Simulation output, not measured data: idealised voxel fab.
Process module under the name voxel gate over fins
The cross-section on display is named cut; it measures 215 nm wide, and its cells are 5 nm squares.
A cross-section is written here as square cells arranged in a grid, and it is given in bands from the top down, each band taking up one or more rows of cells.
Band: top height; bottom height; in nm. Then, left to right: material with width in nm, for each material. "everywhere": a single material spanning edge to edge. "empty": empty space.
Convention: height 0 is the level below which the wafer, as received, is all one material. The lowest band does not terminate at the bottom but continues downward, represented as "0 nm and below".
Per-row width for "30->40": begins at first number (top row of band), ends at second number (bottom row), increment between rows held constant.
A step reported as "stayed the same" is a step in which no cell of the cross-section changed.
For the entry "Enclosed cavities", the listed items are empty spaces with no open way to the top whose size is 8 cells or more; each item follows the pattern width x height at distance, where distance is from the left edge and all three are in nm.
Where a step's line continues beyond its settings, the continuation is a remark by the simulator itself on that step.
Regarding "overlay nm": on a step with a mask, it is the distance the mask lay to the right of its planned place; a negative value places it to the left.
**Set out below are the planned steps of the process**
1,RECEIVE | material Si
2,CONFORMAL_DEP | material SiN | thk nm 10
3,DIRECTIONAL_DEP | material aC | thk nm 10
4,PATTERN | tone cover | mask id FINS | material resist | width nm 15 | pitch nm 35 | thk nm 30 | overlay nm 0
5,DIRECTIONAL_ETCH | etch materials aC | depth nm 10
6,STRIP | etch materials resist
7,DIRECTIONAL_ETCH | etch materials SiN | depth nm 10
8,DIRECTIONAL_ETCH | etch materials Si | depth nm 35
9,STRIP | etch materials aC
10,FILL_DEP | material SiO2 | thk nm 15
11,CMP | height nm 10
12,SELECTIVE_ETCH | etch materials SiO2 | depth nm 20
13,STRIP | etch materials SiN
14,CONFORMAL_DEP | material HfO2 | thk nm 5
15,CONFORMAL_DEP | material TiN | thk nm 5
16,CONFORMAL_DEP | material TiAl | thk nm 5
17,CONFORMAL_DEP | material TiN | thk nm 5
18,FILL_DEP | material W | thk nm 10
19,CMP | height nm 25
20,CONFORMAL_DEP | material SiN | thk nm 10
**So this is the incoming wafer in cross-section - it's already been through step 1**
	0 nm and below: Si everywhere
	Enclosed cavities: none
**This is how the wafer looks in cross-section once the module is done, given the starting state and plan above and one mistake in carrying the plan out**
	35 nm to 25 nm: SiN everywhere
	25 nm to 20 nm: TiAl everywhere
	20 nm to 15 nm: TiN everywhere
	15 nm to 10 nm: HfO2=85, then TiN=5, then HfO2=30, then TiN=5, then HfO2=90
	10 nm to 5 nm: aC=80, then HfO2=5, then TiN=5, then HfO2=5, then aC=20, then HfO2=5, then TiN=5, then HfO2=5, then aC=85
	5 nm to 0 nm: aC=80, then HfO2=15, then aC=20, then HfO2=15, then aC=85
	0 nm to -35 nm: aC=80, then Si=15, then aC=20, then Si=15, then aC=85
	-35 nm and below: Si everywhere
	Enclosed cavities: none
Where did the run depart from the plan? planned and actual differ for step 10; actual: FILL_DEP | material aC | thk nm 15
